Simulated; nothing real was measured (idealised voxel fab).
The following process module bears the name voxel wiring stack.
Section cut is 260 nm wide and gridded with 5 nm square cells.
Cross-section spec: square-cell grid; bands listed top down; each band is one or more rows.
A band entry consists of two parts. The first gives the height of the band's top and the height of its bottom, in nm. The rest lists the band's materials from left to right, each with its width in nm. A single material labelled with the word "everywhere" fills the band from edge to edge, and the word "air" marks empty space.
Heights from 0 (as-received wafer is one material below). Bottom band endless downward, as "top 0, no bottom".
Note: "30..40" means the width goes from the first number (top row of the band) to the second number (bottom row) in equal steps per row of cells.
"nothing was modified" (step): cross-section cells unchanged, all of them.
Heads up: "Closed void inventory" only lists the empty pockets with no open path to the top that are 8 cells or more, and it writes them as width x height at distance, distance from the left edge, in nm.
Heads up: the bit after the settings on a step's line is the simulator's remark on that step.
overlay nm: right-of-plan distance of the mask on a masked step; negative values mean left-of-plan.
[Steps planned for the process]
| 1 | RECEIVE | material Si |
| 2 | CONFORMAL_DEP | material SiO2 | thk nm 15 |
| 3 | CONFORMAL_DEP | material SiCN | thk nm 5 |
| 4 | DIRECTIONAL_DEP | material lowk | thk nm 20 |
| 5 | MASKED_ETCH | tone open | mask id METAL_1 | width nm 25 | pitch nm 50 | etch materials lowk | depth nm 20 | overlay nm 0 |
| 6 | MASKED_ETCH | tone open | mask id METAL_1 | width nm 25 | pitch nm 50 | etch materials SiCN | depth nm 5 | overlay nm 0 |
| 7 | CONFORMAL_DEP | material TiN | thk nm 5 |
| 8 | FILL_DEP | material Cu | thk nm 10 |
| 9 | CMP | height nm 40 |
| 10 | CONFORMAL_DEP | material SiCN | thk nm 5 |
| 11 | DIRECTIONAL_DEP | material lowk | thk nm 15 |
| 12 | MASKED_ETCH | tone open | mask id PLUG_1 | width nm 15 | pitch nm 100 | etch materials lowk | depth nm 15 | overlay nm 0 |
| 13 | MASKED_ETCH | tone open | mask id PLUG_1 | width nm 15 | pitch nm 100 | etch materials SiCN | depth nm 5 | overlay nm 0 |
| 14 | EPI | material Ru | thk nm 10 |
| 15 | EPI | material Ru | thk nm 10 |
| 16 | CONFORMAL_DEP | material SiCN | thk nm 5 |
| 17 | DIRECTIONAL_DEP | material SiO2 | thk nm 25 |
| 18 | DIRECTIONAL_DEP | material aC | thk nm 15 |
| 19 | PATTERN | tone open | mask id METAL_2 | material resist | width nm 25 | pitch nm 50 | thk nm 30 | overlay nm 0 |
| 20 | DIRECTIONAL_ETCH | etch materials aC | depth nm 15 |
| 21 | STRIP | etch materials resist |
| 22 | DIRECTIONAL_ETCH | etch materials SiO2 | depth nm 25 |
| 23 | DIRECTIONAL_ETCH | etch materials SiCN | depth nm 5 |
| 24 | STRIP | etch materials aC |
| 25 | CONFORMAL_DEP | material TiN | thk nm 5 |
| 26 | FILL_DEP | material Cu | thk nm 5 |
| 27 | CMP | height nm 90 |
| 28 | CONFORMAL_DEP | material SiCN | thk nm 5 |
| 29 | DIRECTIONAL_DEP | material SiO2 | thk nm 15 |
| 30 | DIRECTIONAL_DEP | material aC | thk nm 15 |
| 31 | PATTERN | tone open | mask id PLUG_2 | material resist | width nm 15 | pitch nm 50 | thk nm 30 | overlay nm 0 |
| 32 | DIRECTIONAL_ETCH | etch materials aC | depth nm 15 |
| 33 | STRIP | etch materials resist |
| 34 | DIRECTIONAL_ETCH | etch materials SiO2 | depth nm 15 |
| 35 | DIRECTIONAL_ETCH | etch materials SiCN | depth nm 5 |
| 36 | STRIP | etch materials aC |
| 37 | CONFORMAL_DEP | material TiN | thk nm 5 |
| 38 | FILL_DEP | material Cu | thk nm 10 |
| 39 | CMP | height nm 110 |
| 40 | DIRECTIONAL_DEP | material TiN | thk nm 5 |
| 41 | DIRECTIONAL_DEP | material Ru | thk nm 20 |
| 42 | PATTERN | tone cover | mask id METAL_3 | material resist | width nm 25 | pitch nm 50 | thk nm 15 | overlay nm 0 |
| 43 | DIRECTIONAL_ETCH | etch materials Ru | depth nm 20 |
| 44 | DIRECTIONAL_ETCH | etch materials TiN | depth nm 5 |
| 45 | STRIP | etch materials resist |
| 46 | FILL_DEP | material lowk | thk nm 5 |
| 47 | CMP | height nm 135 |
| 48 | CONFORMAL_DEP | material SiCN | thk nm 5 |
| 49 | DIRECTIONAL_DEP | material lowk | thk nm 20 |
| 50 | MASKED_ETCH | tone open | mask id PLUG_3 | width nm 15 | pitch nm 50 | etch materials lowk | depth nm 20 | overlay nm 0 |
| 51 | MASKED_ETCH | tone open | mask id PLUG_3 | width nm 15 | pitch nm 50 | etch materials SiCN | depth nm 5 | overlay nm 0 |
| 52 | EPI | material Ru | thk nm 10 |
| 53 | EPI | material Ru | thk nm 10 |
| 54 | EPI | material Ru | thk nm 5 |
| 55 | CONFORMAL_DEP | material SiCN | thk nm 5 |
| 56 | DIRECTIONAL_DEP | material lowk | thk nm 15 |
| 57 | PATTERN | tone open | mask id METAL_4 | material resist | width nm 25 | pitch nm 50 | thk nm 15 | overlay nm 0 |
| 58 | DIRECTIONAL_ETCH | etch materials lowk | depth nm 15 |
| 59 | DIRECTIONAL_ETCH | etch materials SiCN | depth nm 5 |
| 60 | STRIP | etch materials resist |
| 61 | CONFORMAL_DEP | material TiN | thk nm 5 |
| 62 | FILL_DEP | material Ru | thk nm 5 |
| 63 | CMP | height nm 180 |
| 64 | CONFORMAL_DEP | material SiCN | thk nm 5 |
[As-received wafer cross-section (after step 1)]
    top 0, no bottom = Si everywhere
    Closed void inventory: none
[The first of two wafers, cross-sectioned at the end of the module, with the run proceeding as planned]
    top 185, bottom 180 = SiCN everywhere
    top 180, bottom 165 = 40 nm lowk, 5 nm TiN, 15 nm Ru, 5 nm TiN, 25 nm lowk, 5 nm TiN, 15 nm Ru, 5 nm TiN, 25 nm lowk, 5 nm TiN, 15 nm Ru, 5 nm TiN, 25 nm lowk, 5 nm TiN, 15 nm Ru, 5 nm TiN, 45 nm lowk
    top 165, bottom 160 = 40 nm SiCN, 25 nm TiN, 25 nm SiCN, 25 nm TiN, 25 nm SiCN, 25 nm TiN, 25 nm SiCN, 25 nm TiN, 45 nm SiCN
    top 160, bottom 140 = 40 nm lowk, 15 nm Ru, 35 nm lowk, 15 nm Ru, 35 nm lowk, 15 nm Ru, 35 nm lowk, 15 nm Ru, 55 nm lowk
    top 140, bottom 135 = 40 nm SiCN, 15 nm Ru, 35 nm SiCN, 15 nm Ru, 35 nm SiCN, 15 nm Ru, 35 nm SiCN, 15 nm Ru, 55 nm SiCN
    top 135, bottom 115 = 40 nm lowk, 25 nm Ru, 25 nm lowk, 25 nm Ru, 25 nm lowk, 25 nm Ru, 25 nm lowk, 25 nm Ru, 45 nm lowk
    top 115, bottom 110 = 40 nm lowk, 25 nm TiN, 25 nm lowk, 25 nm TiN, 25 nm lowk, 25 nm TiN, 25 nm lowk, 25 nm TiN, 45 nm lowk
    top 110, bottom 95 = 40 nm SiO2, 5 nm TiN, 5 nm Cu, 5 nm TiN, 35 nm SiO2, 5 nm TiN, 5 nm Cu, 5 nm TiN, 35 nm SiO2, 5 nm TiN, 5 nm Cu, 5 nm TiN, 35 nm SiO2, 5 nm TiN, 5 nm Cu, 5 nm TiN, 55 nm SiO2
    top 95, bottom 90 = 40 nm SiCN, 15 nm TiN, 35 nm SiCN, 15 nm TiN, 35 nm SiCN, 15 nm TiN, 35 nm SiCN, 15 nm TiN, 55 nm SiCN
    top 90, bottom 65 = 40 nm SiO2, 5 nm TiN, 15 nm Cu, 5 nm TiN, 25 nm SiO2, 5 nm TiN, 15 nm Cu, 5 nm TiN, 25 nm SiO2, 5 nm TiN, 15 nm Cu, 5 nm TiN, 25 nm SiO2, 5 nm TiN, 15 nm Cu, 5 nm TiN, 45 nm SiO2
    top 65, bottom 60 = 40 nm SiCN, 25 nm TiN, 25 nm SiCN, 25 nm TiN, 25 nm SiCN, 25 nm TiN, 25 nm SiCN, 25 nm TiN, 45 nm SiCN
    top 60, bottom 45 = 40 nm lowk, 15 nm Ru, 85 nm lowk, 15 nm Ru, 105 nm lowk
    top 45, bottom 40 = 40 nm SiCN, 15 nm Ru, 85 nm SiCN, 15 nm Ru, 105 nm SiCN
    top 40, bottom 20 = 40 nm lowk, 5 nm TiN, 15 nm Cu, 5 nm TiN, 25 nm lowk, 5 nm TiN, 15 nm Cu, 5 nm TiN, 25 nm lowk, 5 nm TiN, 15 nm Cu, 5 nm TiN, 25 nm lowk, 5 nm TiN, 15 nm Cu, 5 nm TiN, 45 nm lowk
    top 20, bottom 15 = 40 nm SiCN, 25 nm TiN, 25 nm SiCN, 25 nm TiN, 25 nm SiCN, 25 nm TiN, 25 nm SiCN, 25 nm TiN, 45 nm SiCN
    top 15, bottom 0 = SiO2 everywhere
    top 0, no bottom = Si everywhere
    Closed void inventory: none
[Now the second wafer, cross-sectioned at the end of the module. Nothing different at the start, nothing different in the plan compared with the first, just one mistake when it was actually run]
    top 185, bottom 180 = SiCN everywhere
    top 180, bottom 175 = 40 nm SiCN, 25 nm TiN, 25 nm SiCN, 25 nm TiN, 25 nm SiCN, 25 nm TiN, 25 nm SiCN, 25 nm TiN, 45 nm SiCN
    top 175, bottom 160 = lowk everywhere
    top 160, bottom 140 = 40 nm lowk, 15 nm Ru, 35 nm lowk, 15 nm Ru, 35 nm lowk, 15 nm Ru, 35 nm lowk, 15 nm Ru, 55 nm lowk
    top 140, bottom 135 = 40 nm SiCN, 15 nm Ru, 35 nm SiCN, 15 nm Ru, 35 nm SiCN, 15 nm Ru, 35 nm SiCN, 15 nm Ru, 55 nm SiCN
    top 135, bottom 115 = 40 nm lowk, 25 nm Ru, 25 nm lowk, 25 nm Ru, 25 nm lowk, 25 nm Ru, 25 nm lowk, 25 nm Ru, 45 nm lowk
    top 115, bottom 110 = 40 nm lowk, 25 nm TiN, 25 nm lowk, 25 nm TiN, 25 nm lowk, 25 nm TiN, 25 nm lowk, 25 nm TiN, 45 nm lowk
    top 110, bottom 95 = 40 nm SiO2, 5 nm TiN, 5 nm Cu, 5 nm TiN, 35 nm SiO2, 5 nm TiN, 5 nm Cu, 5 nm TiN, 35 nm SiO2, 5 nm TiN, 5 nm Cu, 5 nm TiN, 35 nm SiO2, 5 nm TiN, 5 nm Cu, 5 nm TiN, 55 nm SiO2
    top 95, bottom 90 = 40 nm SiCN, 15 nm TiN, 35 nm SiCN, 15 nm TiN, 35 nm SiCN, 15 nm TiN, 35 nm SiCN, 15 nm TiN, 55 nm SiCN
    top 90, bottom 65 = 40 nm SiO2, 5 nm TiN, 15 nm Cu, 5 nm TiN, 25 nm SiO2, 5 nm TiN, 15 nm Cu, 5 nm TiN, 25 nm SiO2, 5 nm TiN, 15 nm Cu, 5 nm TiN, 25 nm SiO2, 5 nm TiN, 15 nm Cu, 5 nm TiN, 45 nm SiO2
    top 65, bottom 60 = 40 nm SiCN, 25 nm TiN, 25 nm SiCN, 25 nm TiN, 25 nm SiCN, 25 nm TiN, 25 nm SiCN, 25 nm TiN, 45 nm SiCN
    top 60, bottom 45 = 40 nm lowk, 15 nm Ru, 85 nm lowk, 15 nm Ru, 105 nm lowk
    top 45, bottom 40 = 40 nm SiCN, 15 nm Ru, 85 nm SiCN, 15 nm Ru, 105 nm SiCN
    top 40, bottom 20 = 40 nm lowk, 5 nm TiN, 15 nm Cu, 5 nm TiN, 25 nm lowk, 5 nm TiN, 15 nm Cu, 5 nm TiN, 25 nm lowk, 5 nm TiN, 15 nm Cu, 5 nm TiN, 25 nm lowk, 5 nm TiN, 15 nm Cu, 5 nm TiN, 45 nm lowk
    top 20, bottom 15 = 40 nm SiCN, 25 nm TiN, 25 nm SiCN, 25 nm TiN, 25 nm SiCN, 25 nm TiN, 25 nm SiCN, 25 nm TiN, 45 nm SiCN
    top 15, bottom 0 = SiO2 everywhere
    top 0, no bottom = Si everywhere
    Closed void inventory: none
It is concluded that the wafer was processed incorrectly with respect to the plan, in that swap of plan steps 55 and 56 during execution
FYI, end of process, the second wafer has more or fewer cells of some materials than the first: 36 fewer of Ru; 24 fewer of TiN; 60 more of lowk
